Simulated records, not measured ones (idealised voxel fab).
This is a process module. Its name is voxel self aligned contacts.
Shown is cross-section cut, with a width of 185 nm and square cells of size 5 nm.
Cross-section format: a grid of square cells, given as bands from top to bottom; each band is one or more rows of cells. Band: top and bottom heights (nm) first, top before bottom; then materials from left to right, widths in nm. "everywhere" marks a sole material filling the band edge to edge. "blank" denotes empty space. For the purposes of this specification, 0 denotes the height below which the wafer in its as-received condition is composed wholly of one material, and the lowermost band, lacking a lower limit, extends downward without end, as expressed in "0..down". So if you see something like "30..40" for the width, read it as the top row of the band sitting at the first number and the bottom row at the second, with every row in between moving by the same amount as the last. When a step is marked "remained unchanged", none of the cells in the cross-section changed during that step. For the entry "Encapsulated voids", the listed items are empty spaces with no open way to the top whose size is 8 cells or more; each item follows the pattern width x height at distance, where distance is from the left edge and all three are in nm. Step line, after settings: the simulator's comment on this step. Among the settings permitted on a step's line is "overlay nm"; applied to a step with a mask, it specifies the extent to which the mask lay to the right of its planned position, whereas a negative figure signifies a position to the left.

## The following list gives the planned process steps
| 1 | RECEIVE (material Si) |
| 2 | CONFORMAL_DEP (material SiO2; thk nm 5) |
| 3 | DIRECTIONAL_DEP (material polySi; thk nm 20) |
| 4 | DIRECTIONAL_DEP (material SiN; thk nm 15) |
| 5 | PATTERN (tone cover; mask id GATE; material resist; width nm 30; pitch nm 60; thk nm 15; overlay nm 0) |
| 6 | DIRECTIONAL_ETCH (etch materials SiN; depth nm 15) |
| 7 | DIRECTIONAL_ETCH (etch materials polySi; depth nm 20) |
| 8 | STRIP (etch materials resist) |
| 9 | CONFORMAL_DEP (material SiN; thk nm 5) |
| 10 | DIRECTIONAL_ETCH (etch materials SiN; depth nm 5) |
| 11 | FILL_DEP (material SiO2; thk nm 15) |
| 12 | CMP (height nm 45) |
| 13 | MASKED_ETCH (tone open; mask id CONTACT; width nm 40; pitch nm 60; etch materials SiO2; depth nm 45; overlay nm 0) |
| 14 | CONFORMAL_DEP (material TiN; thk nm 5) |
| 15 | FILL_DEP (material W; thk nm 5) |
| 16 | CMP (height nm 45) |
| 17 | CONFORMAL_DEP (material SiCN; thk nm 5) |

## First out of two wafers; run went to plan

## Incoming wafer in cross-section (state: after step 1)
0..down: Si everywhere
Encapsulated voids: none

## Cross-section: wafer state after step 2
5..0: SiO2 everywhere
Below a height of 0, the structure has not been altered.

## Cross-section: wafer state after step 3
25..5: polySi everywhere
Below a height of 5, the structure has not been altered.

## Cross-section: wafer state after step 4
40..25: SiN everywhere
Below a height of 25, the structure has not been altered.

## Cross-section: wafer state after step 5
55..40: 15 of blank; 30 of resist; 30 of blank; 30 of resist; 30 of blank; 30 of resist; 20 of blank
Below a height of 40, the structure has not been altered.

## Cross-section: wafer state after step 6
55..40: 15 of blank; 30 of resist; 30 of blank; 30 of resist; 30 of blank; 30 of resist; 20 of blank
40..25: 15 of blank; 30 of SiN; 30 of blank; 30 of SiN; 30 of blank; 30 of SiN; 20 of blank
Below a height of 25, the structure has not been altered.

## Cross-section: wafer state after step 7
55..40: 15 of blank; 30 of resist; 30 of blank; 30 of resist; 30 of blank; 30 of resist; 20 of blank
40..25: 15 of blank; 30 of SiN; 30 of blank; 30 of SiN; 30 of blank; 30 of SiN; 20 of blank
25..5: 15 of blank; 30 of polySi; 30 of blank; 30 of polySi; 30 of blank; 30 of polySi; 20 of blank
Below a height of 5, the structure has not been altered.

## Cross-section: wafer state after step 8
40..25: 15 of blank; 30 of SiN; 30 of blank; 30 of SiN; 30 of blank; 30 of SiN; 20 of blank
Below a height of 25, the structure has not been altered.

## Cross-section: wafer state after step 9
45..25: 10 of blank; 40 of SiN; 20 of blank; 40 of SiN; 20 of blank; 40 of SiN; 15 of blank
25..10: 10 of blank; 5 of SiN; 30 of polySi; 5 of SiN; 20 of blank; 5 of SiN; 30 of polySi; 5 of SiN; 20 of blank; 5 of SiN; 30 of polySi; 5 of SiN; 15 of blank
10..5: 15 of SiN; 30 of polySi; 30 of SiN; 30 of polySi; 30 of SiN; 30 of polySi; 20 of SiN
Below a height of 5, the structure has not been altered.

## Cross-section: wafer state after step 10
40..25: 10 of blank; 40 of SiN; 20 of blank; 40 of SiN; 20 of blank; 40 of SiN; 15 of blank
25..5: 10 of blank; 5 of SiN; 30 of polySi; 5 of SiN; 20 of blank; 5 of SiN; 30 of polySi; 5 of SiN; 20 of blank; 5 of SiN; 30 of polySi; 5 of SiN; 15 of blank
Below a height of 5, the structure has not been altered.

## Cross-section: wafer state after step 11
55..40: SiO2 everywhere
40..25: 10 of SiO2; 40 of SiN; 20 of SiO2; 40 of SiN; 20 of SiO2; 40 of SiN; 15 of SiO2
25..5: 10 of SiO2; 5 of SiN; 30 of polySi; 5 of SiN; 20 of SiO2; 5 of SiN; 30 of polySi; 5 of SiN; 20 of SiO2; 5 of SiN; 30 of polySi; 5 of SiN; 15 of SiO2
Below a height of 5, the structure has not been altered.

## Cross-section: wafer state after step 12
45..40: SiO2 everywhere
Below a height of 40, the structure has not been altered.

## Cross-section: wafer state after step 13
45..40: 40 of SiO2; 40 of blank; 20 of SiO2; 40 of blank; 45 of SiO2
40..25: 10 of SiO2; 40 of SiN; 20 of blank; 40 of SiN; 20 of blank; 40 of SiN; 15 of SiO2
25..5: 10 of SiO2; 5 of SiN; 30 of polySi; 5 of SiN; 20 of blank; 5 of SiN; 30 of polySi; 5 of SiN; 20 of blank; 5 of SiN; 30 of polySi; 5 of SiN; 15 of SiO2
5..0: 50 of SiO2; 20 of blank; 40 of SiO2; 20 of blank; 55 of SiO2
Below a height of 0, the structure has not been altered.

## Cross-section: wafer state after step 14
50..45: 45 of TiN; 30 of blank; 30 of TiN; 30 of blank; 50 of TiN
45..40: 40 of SiO2; 15 of TiN; 10 of blank; 15 of TiN; 20 of SiO2; 15 of TiN; 10 of blank; 15 of TiN; 45 of SiO2
40..25: 10 of SiO2; 40 of SiN; 5 of TiN; 10 of blank; 5 of TiN; 40 of SiN; 5 of TiN; 10 of blank; 5 of TiN; 40 of SiN; 15 of SiO2
25..5: 10 of SiO2; 5 of SiN; 30 of polySi; 5 of SiN; 5 of TiN; 10 of blank; 5 of TiN; 5 of SiN; 30 of polySi; 5 of SiN; 5 of TiN; 10 of blank; 5 of TiN; 5 of SiN; 30 of polySi; 5 of SiN; 15 of SiO2
5..0: 50 of SiO2; 20 of TiN; 40 of SiO2; 20 of TiN; 55 of SiO2
Below a height of 0, the structure has not been altered.

## Cross-section: wafer state after step 15
55..50: W everywhere
50..45: 45 of TiN; 30 of W; 30 of TiN; 30 of W; 50 of TiN
45..40: 40 of SiO2; 15 of TiN; 10 of W; 15 of TiN; 20 of SiO2; 15 of TiN; 10 of W; 15 of TiN; 45 of SiO2
40..25: 10 of SiO2; 40 of SiN; 5 of TiN; 10 of W; 5 of TiN; 40 of SiN; 5 of TiN; 10 of W; 5 of TiN; 40 of SiN; 15 of SiO2
25..5: 10 of SiO2; 5 of SiN; 30 of polySi; 5 of SiN; 5 of TiN; 10 of W; 5 of TiN; 5 of SiN; 30 of polySi; 5 of SiN; 5 of TiN; 10 of W; 5 of TiN; 5 of SiN; 30 of polySi; 5 of SiN; 15 of SiO2
Below a height of 5, the structure has not been altered.

## Cross-section: wafer state after step 16
45..40: 40 of SiO2; 15 of TiN; 10 of W; 15 of TiN; 20 of SiO2; 15 of TiN; 10 of W; 15 of TiN; 45 of SiO2
Below a height of 40, the structure has not been altered.

## Cross-section: wafer state after step 17
50..45: SiCN everywhere
Below a height of 45, the structure has not been altered.

## Second Wafer (Identical Start and Plan, One Processing Error; Matches First Wafer Through Step 12)

## Second wafer at the planned finish of step 13, seen in cross-section
45..40: 45 of SiO2; 40 of blank; 20 of SiO2; 40 of blank; 40 of SiO2
40..25: 10 of SiO2; 40 of SiN; 20 of blank; 40 of SiN; 20 of blank; 40 of SiN; 15 of SiO2
25..5: 10 of SiO2; 5 of SiN; 30 of polySi; 5 of SiN; 20 of blank; 5 of SiN; 30 of polySi; 5 of SiN; 20 of blank; 5 of SiN; 30 of polySi; 5 of SiN; 15 of SiO2
5..0: 50 of SiO2; 20 of blank; 40 of SiO2; 20 of blank; 55 of SiO2
Below a height of 0, the structure has not been altered.

## Second wafer at the planned finish of step 14, seen in cross-section
50..45: 50 of TiN; 30 of blank; 30 of TiN; 30 of blank; 45 of TiN
45..40: 45 of SiO2; 10 of TiN; 10 of blank; 20 of TiN; 20 of SiO2; 10 of TiN; 10 of blank; 20 of TiN; 40 of SiO2
40..25: 10 of SiO2; 40 of SiN; 5 of TiN; 10 of blank; 5 of TiN; 40 of SiN; 5 of TiN; 10 of blank; 5 of TiN; 40 of SiN; 15 of SiO2
25..5: 10 of SiO2; 5 of SiN; 30 of polySi; 5 of SiN; 5 of TiN; 10 of blank; 5 of TiN; 5 of SiN; 30 of polySi; 5 of SiN; 5 of TiN; 10 of blank; 5 of TiN; 5 of SiN; 30 of polySi; 5 of SiN; 15 of SiO2
5..0: 50 of SiO2; 20 of TiN; 40 of SiO2; 20 of TiN; 55 of SiO2
Below a height of 0, the structure has not been altered.

## Second wafer at the planned finish of step 15, seen in cross-section
55..50: W everywhere
50..45: 50 of TiN; 30 of W; 30 of TiN; 30 of W; 45 of TiN
45..40: 45 of SiO2; 10 of TiN; 10 of W; 20 of TiN; 20 of SiO2; 10 of TiN; 10 of W; 20 of TiN; 40 of SiO2
40..25: 10 of SiO2; 40 of SiN; 5 of TiN; 10 of W; 5 of TiN; 40 of SiN; 5 of TiN; 10 of W; 5 of TiN; 40 of SiN; 15 of SiO2
25..5: 10 of SiO2; 5 of SiN; 30 of polySi; 5 of SiN; 5 of TiN; 10 of W; 5 of TiN; 5 of SiN; 30 of polySi; 5 of SiN; 5 of TiN; 10 of W; 5 of TiN; 5 of SiN; 30 of polySi; 5 of SiN; 15 of SiO2
Below a height of 5, the structure has not been altered.

## Second wafer at the planned finish of step 16, seen in cross-section
45..40: 45 of SiO2; 10 of TiN; 10 of W; 20 of TiN; 20 of SiO2; 10 of TiN; 10 of W; 20 of TiN; 40 of SiO2
Below a height of 40, the structure has not been altered.

## Second wafer at the planned finish of step 17, seen in cross-section
50..45: SiCN everywhere
Below a height of 45, the structure has not been altered.
Finding, execution versus plan: step 13 was run on a setting that differed from the plan, and what really ran there is MASKED_ETCH (tone open; mask id CONTACT; width nm 40; pitch nm 60; etch materials SiO2; depth nm 45; overlay nm 5)
Heads up: at the end the two wafers have identical cell counts per material, they're just laid out differently.
